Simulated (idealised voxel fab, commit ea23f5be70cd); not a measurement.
The following is a process module called voxel quadruple lines.
Shown is cross-section cut, with a width of 270 nm and square cells of size 5 nm.
When this document writes out a cross-section, it uses a grid of square cells and lists it as bands, beginning at the top and moving down, with a band standing for one or more rows of cells.
Read a band's entry like this: the first values are the height of its top and the height of its bottom in nm, and what follows is the sequence of materials from left to right, each with its width in nm. Note that "blank" is empty space, and that a single material marked "everywhere" reaches across the band from edge to edge.
Note: height 0 marks the level under which the wafer is uniformly one material as received. Lowest band unbounded below, written "0 -> down".
You'd read "30 to 40" like this: the band's top row of cells is as wide as the first number, its bottom row is as wide as the second, and going down, every row changes width by the same amount as the row before did.
Take "no alteration" at face value: in the step it is given for, the cross-section changed in none of its cells.
What "Fully sealed cavities" gives you is every empty space of 8 cells or more that is cut off from the top. Each appears as width x height at distance, with the distance taken from the left edge and width, height and distance all in nm.
Step line, after settings: the simulator's comment on this step.
overlay nm: mask offset rightward from planned place, masked step; negative means leftward offset.

Below is the list of planned process steps
1,RECEIVE | material Si
2,CONFORMAL_DEP | material SiO2 | thk nm 10
3,DIRECTIONAL_DEP | material Ru | thk nm 10
4,DIRECTIONAL_DEP | material polySi | thk nm 15
5,DIRECTIONAL_DEP | material aC | thk nm 25
6,PATTERN | tone cover | mask id MANDREL | material resist | width nm 30 | pitch nm 80 | thk nm 30 | overlay nm 0
7,DIRECTIONAL_ETCH | etch materials aC | depth nm 25
8,STRIP | etch materials resist
9,CONFORMAL_DEP | material SiO2 | thk nm 10
10,DIRECTIONAL_ETCH | etch materials SiO2 | depth nm 10
11,STRIP | etch materials aC
12,DIRECTIONAL_ETCH | etch materials polySi | depth nm 15
13,STRIP | etch materials SiO2
14,CONFORMAL_DEP | material SiCN | thk nm 10
15,DIRECTIONAL_ETCH | etch materials SiCN | depth nm 10
16,STRIP | etch materials polySi
17,DIRECTIONAL_ETCH | etch materials Ru | depth nm 10
18,STRIP | etch materials SiCN

Here's what the wafer looked like in cross-section when it arrived - that's after step 1
> 0 -> down: Si everywhere
> Fully sealed cavities: none

This is how the wafer looks in cross-section once the module is done, given the starting state and plan above and one mistake in carrying the plan out
> 35 -> 20: blank 70 / polySi 10 / blank 30 / polySi 10 / blank 30 / polySi 10 / blank 30 / polySi 10 / blank 70
> 20 -> 10: blank 70 / Ru 10 / blank 30 / Ru 10 / blank 30 / Ru 10 / blank 30 / Ru 10 / blank 70
> 10 -> 0: SiO2 everywhere
> 0 -> down: Si everywhere
> Fully sealed cavities: none
Nonconformance to the process plan: step 16 was processed under conditions differing from the plan, specifically as STRIP | etch materials SiCN
